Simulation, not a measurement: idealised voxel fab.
process module | voxel released beams
cross-section cut | 210 nm wide | cells 5 nm
A cross-section is a grid of square cells, given in bands from the top down. A band is one or more rows of cells.
Each band's line starts with the height of the band's top and of its bottom, in nm. Then come its materials from left to right, each with its width in nm. One material with "throughout" fills the band from edge to edge. "air" is empty space.
Height 0 is the level under which the wafer as received is all one material. The lowest band goes on downwards, as in "0 down".
A width such as "30 to 40" changes by the same amount from each row of cells to the next, from the band's top row to its bottom row.
"no change" after a step means that no cell of the cross-section changed.
closed voids: empty space of 8 cells or more with no open way to the top, each as width x height at its distance from the left edge, in nm
after a step's settings: what the simulator itself notes on the step
overlay nm, on a step with a mask: how far to the right of its planned place the mask lay; to the left if negative
plan
1 op RECEIVE | material Si
2 op CONFORMAL_DEP | material Al2O3 | thk nm 5
3 op DIRECTIONAL_DEP | material SiO2 | thk nm 20
4 op DIRECTIONAL_DEP | material aC | thk nm 10
5 op PATTERN | tone open | mask id ANCHOR | material resist | width nm 35 | thk nm 25 | overlay nm 0
6 op DIRECTIONAL_ETCH | etch materials aC | depth nm 10
7 op STRIP | etch materials resist
8 op DIRECTIONAL_ETCH | etch materials SiO2 | depth nm 20
9 op STRIP | etch materials aC
10 op CONFORMAL_DEP | material W | thk nm 10
11 op MASKED_ETCH | tone cover | mask id BEAM | width nm 80 | etch materials W | depth nm 10 | overlay nm 0
12 op STRIP | etch materials SiO2
as received, after step 1
  0 down: Si throughout
  closed voids: none
a wafer at the end: this start, this plan, one mistake
  35 to 25: air 60 | W 20 | air 5 | W 55 | air 70
  25 to 15: air 70 | W 10 | air 5 | W 10 | air 115
  15 to 5: air 70 | W 25 | air 115
  5 to 0: Al2O3 throughout
  0 down: Si throughout
  closed voids: none
what went wrong: step 5 ran as: op PATTERN | tone open | mask id ANCHOR | material resist | width nm 25 | thk nm 25 | overlay nm 0
